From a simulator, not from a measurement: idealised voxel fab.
Herein follows the process module entitled voxel transistor to metal.
Section shown: cut. Width: 210 nm. Cell size: 5 nm, square.
Cross-section, as written here: a square-cell grid given band by band from the top down, where a band holds one or more rows of cells.
It is stipulated that each band's entry specify, in nanometres, the height of the top of the band and then that of its bottom, followed by the materials of the band in left-to-right sequence, each together with its width in nanometres. A single material marked by the word "edge to edge" is understood to fill the band from edge to edge; the word "blank" is understood to denote empty space.
All heights in this document are referenced to 0, defined as the level beneath which the wafer, as received, consists entirely of one material. The lowest band is not bounded below; it extends indefinitely downward and is written in the form "top 0, no bottom".
A width such as "30->40" changes by the same amount from each row of cells to the next, from the band's top row to its bottom row.
It should be understood that the words "nothing got changed", when stated for a given step, signify that the cross-section underwent no change in any of its cells during that step.
In "Encapsulated voids" the enclosed voids are listed, meaning empty spaces of 8 cells or larger without any opening to the top. The form is width x height at distance, distance from the left edge, units nm.
Past the settings on a step's line: simulator remark, on that step.
overlay nm: mask right of planned place by this much (step with mask). Neg. = left.
Planned step list for the process:
| 1 | RECEIVE [material Si] |
| 2 | OXIDIZE [depth nm 5] |
| 3 | CONFORMAL_DEP [material SiN] [thk nm 15] |
| 4 | MASKED_ETCH [tone cover] [mask id ACTIVE] [width nm 115] [etch materials SiN] [depth nm 15] [overlay nm 0] |
| 5 | MASKED_ETCH [tone cover] [mask id ACTIVE] [width nm 115] [etch materials SiO2] [depth nm 5] [overlay nm 0] |
| 6 | MASKED_ETCH [tone cover] [mask id ACTIVE] [width nm 115] [etch materials Si] [depth nm 25] [overlay nm 0] |
| 7 | OXIDIZE [depth nm 5] |
| 8 | FILL_DEP [material SiO2] [thk nm 15] |
| 9 | CMP [height nm 15] |
| 10 | SELECTIVE_ETCH [etch materials SiO2] [depth nm 10] |
| 11 | STRIP [etch materials SiN] |
| 12 | SELECTIVE_ETCH [etch materials SiO2] [depth nm 5] |
| 13 | OXIDIZE [depth nm 5] |
| 14 | DIRECTIONAL_DEP [material polySi] [thk nm 25] |
| 15 | DIRECTIONAL_DEP [material SiCN] [thk nm 10] |
| 16 | DIRECTIONAL_DEP [material aC] [thk nm 10] |
| 17 | PATTERN [tone cover] [mask id GATE] [material resist] [width nm 15] [thk nm 25] [overlay nm 0] |
| 18 | DIRECTIONAL_ETCH [etch materials aC] [depth nm 10] |
| 19 | STRIP [etch materials resist] |
| 20 | DIRECTIONAL_ETCH [etch materials SiCN] [depth nm 20] |
| 21 | DIRECTIONAL_ETCH [etch materials polySi] [depth nm 35] |
| 22 | STRIP [etch materials aC] |
| 23 | CONFORMAL_DEP [material SiN] [thk nm 10] |
| 24 | DIRECTIONAL_ETCH [etch materials SiN] [depth nm 10] |
| 25 | DIRECTIONAL_ETCH [etch materials SiO2] [depth nm 5] |
| 26 | DIRECTIONAL_ETCH [etch materials Si] [depth nm 10] |
| 27 | EPI [material nSi] [thk nm 15] |
| 28 | FILL_DEP [material SiO2] [thk nm 5] |
| 29 | CMP [height nm 30] |
| 30 | DIRECTIONAL_DEP [material SiO2] [thk nm 15] |
| 31 | DIRECTIONAL_DEP [material aC] [thk nm 10] |
| 32 | PATTERN [tone open] [mask id CONTACT] [material resist] [width nm 20] [pitch nm 75] [thk nm 30] [overlay nm 0] |
| 33 | DIRECTIONAL_ETCH [etch materials aC] [depth nm 10] |
| 34 | STRIP [etch materials resist] |
| 35 | DIRECTIONAL_ETCH [etch materials SiO2] [depth nm 50] |
| 36 | STRIP [etch materials aC] |
| 37 | CONFORMAL_DEP [material TiN] [thk nm 5] |
| 38 | FILL_DEP [material W] [thk nm 5] |
| 39 | CMP [height nm 45] |
| 40 | CONFORMAL_DEP [material SiCN] [thk nm 5] |
| 41 | DIRECTIONAL_DEP [material lowk] [thk nm 25] |
| 42 | PATTERN [tone open] [mask id METAL_1] [material resist] [width nm 20] [pitch nm 75] [thk nm 15] [overlay nm 0] |
| 43 | DIRECTIONAL_ETCH [etch materials lowk] [depth nm 25] |
| 44 | DIRECTIONAL_ETCH [etch materials SiCN] [depth nm 5] |
| 45 | STRIP [etch materials resist] |
| 46 | CONFORMAL_DEP [material TiN] [thk nm 5] |
| 47 | FILL_DEP [material Ru] [thk nm 10] |
| 48 | CMP [height nm 75] |
| 49 | CONFORMAL_DEP [material SiN] [thk nm 5] |
Here's what the wafer looked like in cross-section when it arrived - that's after step 1:
> top 0, no bottom  Si edge to edge
> Encapsulated voids: none
Look at the cross-section after the module: the wafer started out the way shown above and the plan was the one shown above, yet one mistake was made along the way:
> top 80, bottom 75  SiN edge to edge
> top 75, bottom 50  lowk=55 / TiN=5 / Ru=10 / TiN=5 / lowk=55 / TiN=5 / Ru=10 / TiN=5 / lowk=60
> top 50, bottom 45  SiCN=55 / TiN=20 / SiCN=55 / TiN=20 / SiCN=60
> top 45, bottom 30  SiO2=55 / TiN=5 / W=10 / TiN=5 / SiO2=55 / TiN=5 / W=10 / TiN=5 / SiO2=60
> top 30, bottom 20  SiO2=55 / TiN=5 / W=10 / TiN=5 / SiO2=10 / SiN=10 / polySi=15 / SiN=10 / SiO2=10 / TiN=5 / W=10 / TiN=5 / SiO2=60
> top 20, bottom 15  SiO2=55 / TiN=20 / SiO2=10 / SiN=10 / polySi=15 / SiN=10 / SiO2=10 / TiN=20 / SiO2=60
> top 15, bottom 0  SiO2=45 / SiN=115 / SiO2=50
> top 0, bottom -5  SiO2 edge to edge
> top -5, bottom -35  SiO2=50 / Si=105 / SiO2=55
> top -35, no bottom  Si edge to edge
> Encapsulated voids: none
Deviation from plan: heads up, step 9 of the plan was skipped and never actually ran
